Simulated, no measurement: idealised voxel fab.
process module | voxel ribs on slabs
cross-section cut | 190 nm wide | cells 5 nm
A cross-section is a grid of square cells, given in bands from the top down. A band is one or more rows of cells.
Each band's line starts with the height of the band's top and of its bottom, in nm. Then come its materials from left to right, each with its width in nm. One material with "throughout" fills the band from edge to edge. "air" is empty space.
Height 0 is the level under which the wafer as received is all one material. The lowest band goes on downwards, as in "0 down".
A width such as "30 to 40" changes by the same amount from each row of cells to the next, from the band's top row to its bottom row.
"no change" after a step means that no cell of the cross-section changed.
closed voids: empty space of 8 cells or more with no open way to the top, each as width x height at its distance from the left edge, in nm
after a step's settings: what the simulator itself notes on the step
overlay nm, on a step with a mask: how far to the right of its planned place the mask lay; to the left if negative
plan
1 op RECEIVE | material Si
2 op DIRECTIONAL_DEP | material SiO2 | thk nm 20
3 op DIRECTIONAL_DEP | material SiN | thk nm 20
4 op DIRECTIONAL_DEP | material aC | thk nm 10
5 op PATTERN | tone cover | mask id RIB | material resist | width nm 15 | thk nm 25 | overlay nm 0
6 op DIRECTIONAL_ETCH | etch materials aC | depth nm 10
7 op STRIP | etch materials resist
8 op DIRECTIONAL_ETCH | etch materials SiN | depth nm 15
9 op STRIP | etch materials aC
10 op PATTERN | tone cover | mask id SLAB | material resist | width nm 65 | thk nm 20 | overlay nm 0
11 op DIRECTIONAL_ETCH | etch materials SiN | depth nm 5
12 op STRIP | etch materials resist
13 op FILL_DEP | material SiO2 | thk nm 20
14 op CMP | height nm 50
15 op DIRECTIONAL_DEP | material W | thk nm 10
16 op PATTERN | tone cover | mask id HEATER | material resist | width nm 25 | thk nm 15 | overlay nm 0
17 op DIRECTIONAL_ETCH | etch materials W | depth nm 10
18 op STRIP | etch materials resist
19 op CONFORMAL_DEP | material SiN | thk nm 5
as received, after step 1
  0 down: Si throughout
  closed voids: none
a wafer at the end: this start, this plan, one mistake
  65 to 60: air 75 | SiN 35 | air 80
  60 to 55: air 75 | SiN 5 | W 25 | SiN 5 | air 80
  55 to 50: SiN 80 | W 25 | SiN 85
  50 to 40: SiO2 85 to 60 | SiN 15 to 65 | SiO2 90 to 65
  40 to 20: SiN throughout
  20 to 0: SiO2 throughout
  0 down: Si throughout
  closed voids: none
what went wrong: step 3 was run twice
